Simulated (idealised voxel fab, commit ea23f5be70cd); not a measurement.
Process module, titled voxel released beams
The figure presents cross-section cut, which has a width of 165 nm and is divided into square cells with an edge length of 5 nm.
For the purposes of this document, a cross-section shall be understood as a grid of square cells, specified as bands listed in top-to-bottom order, each band consisting of one or more rows of cells. Band: top and bottom heights (nm) first, top before bottom; then materials from left to right, widths in nm. "full width" marks a sole material filling the band edge to edge. "air" denotes empty space. We count height from 0. Below that, the starting wafer is all one material. The lowest band never ends at the bottom but goes on down; see "z 0 and below" for how that is written. A width such as "30..40" changes by the same amount from each row of cells to the next, from the band's top row to its bottom row. Basically "remained unchanged" means that step didn't change any cell in the cross-section. "Trapped cavities": empty spaces of 8 cells or more with no open way to the top, each given as width x height at distance, distance from the left edge, all in nm. On a step's line, text after the settings is the simulator commenting on that step. The optional step-line setting "overlay nm" applies to steps with a mask and quantifies how far to the right of its planned location the mask lay, a negative value indicating leftward placement.
**Steps in the process plan**
1: RECEIVE with material Si
2: CONFORMAL_DEP with material SiN, thk nm 5
3: DIRECTIONAL_DEP with material SiO2, thk nm 20
4: DIRECTIONAL_DEP with material aC, thk nm 15
5: PATTERN with tone open, mask id ANCHOR, material resist, width nm 30, thk nm 30, overlay nm 0
6: DIRECTIONAL_ETCH with etch materials aC, depth nm 15
7: STRIP with etch materials resist
8: DIRECTIONAL_ETCH with etch materials SiO2, depth nm 20
9: STRIP with etch materials aC
10: CONFORMAL_DEP with material polySi, thk nm 10
11: PATTERN with tone cover, mask id BEAM, material resist, width nm 75, thk nm 15, overlay nm 0
12: DIRECTIONAL_ETCH with etch materials polySi, depth nm 10
13: STRIP with etch materials resist
14: STRIP with etch materials SiO2
**So this is the incoming wafer in cross-section - it's already been through step 1**
    z 0 and below | Si full width
    Trapped cavities: none
**Post-module cross-section of the first of two wafers (run per plan)**
    z 35 to 25 | air (40), polySi (15), air (10), polySi (50), air (50)
    z 25 to 15 | air (45), polySi (10), air (10), polySi (10), air (90)
    z 15 to 5 | air (45), polySi (30), air (90)
    z 5 to 0 | SiN full width
    z 0 and below | Si full width
    Trapped cavities: none
**End of module, second wafer, cross-section. Started like the first, planned like the first, run with one mistake**
    z 35 to 25 | air (40), polySi (75), air (50)
    z 25 to 20 | SiN full width
    z 20 to 0 | SiO2 full width
    z 0 and below | Si full width
    Trapped cavities: none
Against the plan, the run slipped here: note: step 2 <-> step 3, run order reversed vs plan
Upon completion, the second wafer contains, in terms of cells, a greater or smaller amount of certain materials than the first wafer: SiO2 +132 | polySi -16
